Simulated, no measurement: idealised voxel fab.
Name of the process module below: voxel transistor to metal
cross-section cut | 140 nm wide | cells 5 nm
For the purposes of this document, a cross-section shall be understood as a grid of square cells, specified as bands listed in top-to-bottom order, each band consisting of one or more rows of cells.
Heights first: top, then bottom, in nm. Then materials, left to right, each with a width in nm. "all across" on a single material: fills the band edge to edge. "air": empty space.
It should be noted that heights are counted from 0, beneath which the wafer as supplied is of one material throughout, and that the lowest band possesses no lower boundary but continues downward, as written in "top 0, no bottom".
It should be noted that a width expressed as "30 to 40" varies in equal increments from row to row of cells within the band, taking the value of the first number at the top row and that of the second number at the bottom row.
Step marked "remained unchanged"? Then no cell in the cross-section changed in it.
Sealed void listing: empty space of 8 cells or more with no open way to the top, each as width x height at its distance from the left edge, in nm
Post-settings text on a step line: simulator's own remark regarding the step.
overlay nm: for a step with a mask, the amount by which the mask lay right of where it was planned; a negative amount means left of it.
The planned process steps are enumerated hereunder:
- 1: RECEIVE: material Si
- 2: OXIDIZE: depth nm 5
- 3: CONFORMAL_DEP: material SiN, thk nm 15
- 4: MASKED_ETCH: tone cover, mask id ACTIVE, width nm 110, etch materials SiN, depth nm 15, overlay nm 0
- 5: MASKED_ETCH: tone cover, mask id ACTIVE, width nm 110, etch materials SiO2, depth nm 5, overlay nm 0
- 6: MASKED_ETCH: tone cover, mask id ACTIVE, width nm 110, etch materials Si, depth nm 35, overlay nm 0
- 7: FILL_DEP: material SiO2, thk nm 5
- 8: CMP: height nm 15
- 9: SELECTIVE_ETCH: etch materials SiO2, depth nm 10
- 10: STRIP: etch materials SiN
- 11: SELECTIVE_ETCH: etch materials SiO2, depth nm 5
- 12: OXIDIZE: depth nm 5
- 13: DIRECTIONAL_DEP: material polySi, thk nm 30
- 14: DIRECTIONAL_DEP: material SiCN, thk nm 15
- 15: DIRECTIONAL_DEP: material aC, thk nm 10
- 16: PATTERN: tone cover, mask id GATE, material resist, width nm 20, thk nm 25, overlay nm 0
- 17: DIRECTIONAL_ETCH: etch materials aC, depth nm 10
- 18: STRIP: etch materials resist
- 19: DIRECTIONAL_ETCH: etch materials SiCN, depth nm 25
- 20: DIRECTIONAL_ETCH: etch materials polySi, depth nm 40
- 21: STRIP: etch materials aC
- 22: CONFORMAL_DEP: material SiO2, thk nm 5
- 23: DIRECTIONAL_ETCH: etch materials SiO2, depth nm 5
- 24: CONFORMAL_DEP: material SiN, thk nm 5
- 25: DIRECTIONAL_ETCH: etch materials SiN, depth nm 5
- 26: DIRECTIONAL_ETCH: etch materials SiO2, depth nm 5
- 27: DIRECTIONAL_ETCH: etch materials Si, depth nm 10
- 28: EPI: material SiGe, thk nm 15
- 29: FILL_DEP: material SiO2, thk nm 5
- 30: CMP: height nm 40
- 31: DIRECTIONAL_DEP: material SiO2, thk nm 15
- 32: DIRECTIONAL_DEP: material aC, thk nm 15
- 33: PATTERN: tone open, mask id CONTACT, material resist, width nm 20, pitch nm 80, thk nm 30, overlay nm 0
- 34: DIRECTIONAL_ETCH: etch materials aC, depth nm 15
- 35: STRIP: etch materials resist
- 36: DIRECTIONAL_ETCH: etch materials SiO2, depth nm 50
- 37: STRIP: etch materials aC
- 38: CONFORMAL_DEP: material TiN, thk nm 5
- 39: FILL_DEP: material Ru, thk nm 10
- 40: CMP: height nm 55
- 41: CONFORMAL_DEP: material SiCN, thk nm 5
- 42: DIRECTIONAL_DEP: material SiO2, thk nm 15
- 43: DIRECTIONAL_DEP: material aC, thk nm 15
- 44: PATTERN: tone open, mask id METAL_1, material resist, width nm 20, pitch nm 80, thk nm 35, overlay nm 0
- 45: DIRECTIONAL_ETCH: etch materials aC, depth nm 15
- 46: STRIP: etch materials resist
- 47: DIRECTIONAL_ETCH: etch materials SiO2, depth nm 15
- 48: DIRECTIONAL_ETCH: etch materials SiCN, depth nm 5
- 49: STRIP: etch materials aC
- 50: CONFORMAL_DEP: material TiN, thk nm 5
- 51: FILL_DEP: material W, thk nm 10
- 52: CMP: height nm 75
- 53: CONFORMAL_DEP: material SiCN, thk nm 5
Wafer at receipt (post step 1), cross-section:
> top 0, no bottom | Si all across
> Sealed void listing: none
Below is the wafer in cross-section after the module was completed. It began from the starting point shown above and followed the plan shown above, except that one mistake was made while running it:
> top 80, bottom 75 | SiCN all across
> top 75, bottom 60 | SiO2: 20  TiN: 5  W: 10  TiN: 5  SiO2: 60  TiN: 5  W: 10  TiN: 5  SiO2: 20
> top 60, bottom 55 | SiCN: 20  TiN: 20  SiCN: 60  TiN: 20  SiCN: 20
> top 55, bottom 45 | Ru: 15  TiN: 5  SiO2: 20  TiN: 5  Ru: 50  TiN: 5  SiO2: 20  TiN: 5  Ru: 15
> top 45, bottom 40 | Ru: 15  TiN: 5  SiO2: 20  TiN: 60  SiO2: 20  TiN: 5  Ru: 15
> top 40, bottom 25 | Ru: 15  TiN: 5  SiO2: 20  TiN: 10  SiN: 5  TiN: 5  SiCN: 20  TiN: 5  SiN: 5  TiN: 10  SiO2: 20  TiN: 5  Ru: 15
> top 25, bottom 10 | Ru: 15  TiN: 5  SiO2: 20  TiN: 10  SiN: 5  TiN: 5  polySi: 20  TiN: 5  SiN: 5  TiN: 10  SiO2: 20  TiN: 5  Ru: 15
> top 10, bottom 5 | TiN: 20  SiO2: 20  TiN: 10  SiN: 5  TiN: 5  polySi: 20  TiN: 5  SiN: 5  TiN: 10  SiO2: 20  TiN: 20
> top 5, bottom 0 | SiO2: 15  SiGe: 35  SiN: 5  SiO2: 5  polySi: 20  SiO2: 5  SiN: 5  SiGe: 35  SiO2: 15
> top 0, bottom -5 | SiO2: 15  SiN: 5  SiGe: 30  SiN: 5  SiO2: 5  polySi: 20  SiO2: 5  SiN: 5  SiGe: 30  SiN: 5  SiO2: 15
> top -5, bottom -10 | SiO2: 20  SiGe: 30  SiO2: 40  SiGe: 30  SiO2: 20
> top -10, bottom -20 | SiO2: 15  Si: 5  SiGe: 30  Si: 40  SiGe: 30  Si: 5  SiO2: 15
> top -20, bottom -40 | SiO2: 15  Si: 110  SiO2: 15
> top -40, no bottom | Si all across
> Sealed void listing: none
Run error: step 33 ran differently from the plan; actual operation with settings: PATTERN: tone cover, mask id CONTACT, material resist, width nm 20, pitch nm 80, thk nm 30, overlay nm 0
